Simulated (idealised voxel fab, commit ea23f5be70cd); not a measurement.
process module | voxel capacitor over wiring
cross-section cut | 155 nm wide | cells 5 nm
A cross-section is a grid of square cells, given in bands from the top down. A band is one or more rows of cells.
Each band's line starts with the height of the band's top and of its bottom, in nm. Then come its materials from left to right, each with its width in nm. One material with "throughout" fills the band from edge to edge. "air" is empty space.
Height 0 is the level under which the wafer as received is all one material. The lowest band goes on downwards, as in "0 down".
A width such as "30 to 40" changes by the same amount from each row of cells to the next, from the band's top row to its bottom row.
"no change" after a step means that no cell of the cross-section changed.
closed voids: empty space of 8 cells or more with no open way to the top, each as width x height at its distance from the left edge, in nm
after a step's settings: what the simulator itself notes on the step
overlay nm, on a step with a mask: how far to the right of its planned place the mask lay; to the left if negative
plan
1 op RECEIVE | material Si
2 op CONFORMAL_DEP | material SiO2 | thk nm 15
3 op CONFORMAL_DEP | material SiN | thk nm 5
4 op DIRECTIONAL_DEP | material SiO2 | thk nm 25
5 op PATTERN | tone open | mask id METAL_1 | material resist | width nm 25 | pitch nm 80 | thk nm 15 | overlay nm 0
6 op DIRECTIONAL_ETCH | etch materials SiO2 | depth nm 25
7 op DIRECTIONAL_ETCH | etch materials SiN | depth nm 5
8 op STRIP | etch materials resist
9 op CONFORMAL_DEP | material TiN | thk nm 5
10 op FILL_DEP | material Cu | thk nm 10
11 op CMP | height nm 45
12 op CONFORMAL_DEP | material SiCN | thk nm 5
13 op DIRECTIONAL_DEP | material lowk | thk nm 20
14 op DIRECTIONAL_DEP | material aC | thk nm 10
15 op PATTERN | tone open | mask id PLUG_1 | material resist | width nm 15 | thk nm 30 | overlay nm 0
16 op DIRECTIONAL_ETCH | etch materials aC | depth nm 10
17 op STRIP | etch materials resist
18 op DIRECTIONAL_ETCH | etch materials lowk | depth nm 20
19 op DIRECTIONAL_ETCH | etch materials SiCN | depth nm 5
20 op STRIP | etch materials aC
21 op EPI | material Ru | thk nm 10
22 op EPI | material Ru | thk nm 10
23 op EPI | material Ru | thk nm 5
24 op DIRECTIONAL_DEP | material TiN | thk nm 5
25 op DIRECTIONAL_DEP | material SiN | thk nm 5
26 op DIRECTIONAL_DEP | material TiN | thk nm 10
27 op MASKED_ETCH | tone cover | mask id UPPER_PLATE | width nm 60 | etch materials TiN | depth nm 10 | overlay nm 0
28 op MASKED_ETCH | tone cover | mask id UPPER_PLATE | width nm 60 | etch materials SiN | depth nm 5 | overlay nm 0
29 op MASKED_ETCH | tone cover | mask id LOWER_PLATE | width nm 70 | etch materials TiN | depth nm 5 | overlay nm 0
30 op FILL_DEP | material SiO2 | thk nm 20
31 op CMP | height nm 105
32 op MASKED_ETCH | tone open | mask id PLUG_2 | width nm 15 | etch materials SiO2 | depth nm 15 | overlay nm 0
33 op CONFORMAL_DEP | material TiN | thk nm 5
34 op FILL_DEP | material W | thk nm 5
35 op CMP | height nm 105
36 op CONFORMAL_DEP | material SiN | thk nm 5
as received, after step 1
  0 down: Si throughout
  closed voids: none
a wafer at the end: this start, this plan, one mistake
  110 to 105: aC throughout
  105 to 95: SiO2 45 | TiN 5 | W 5 | TiN 5 | SiO2 95
  95 to 90: SiO2 45 | TiN 15 | SiO2 95
  90 to 80: SiO2 35 | TiN 60 | SiO2 60
  80 to 75: SiO2 35 | SiN 60 | SiO2 60
  75 to 70: SiO2 30 | TiN 70 | SiO2 55
  70 to 50: lowk 35 | Ru 15 | lowk 105
  50 to 45: SiCN 35 | Ru 15 | SiCN 105
  45 to 20: SiO2 25 | TiN 5 | Cu 15 | TiN 5 | SiO2 55 | TiN 5 | Cu 15 | TiN 5 | SiO2 25
  20 to 15: SiN 25 | TiN 25 | SiN 55 | TiN 25 | SiN 25
  15 to 0: SiO2 throughout
  0 down: Si throughout
  closed voids: none
what went wrong: step 36 ran as: op CONFORMAL_DEP | material aC | thk nm 5
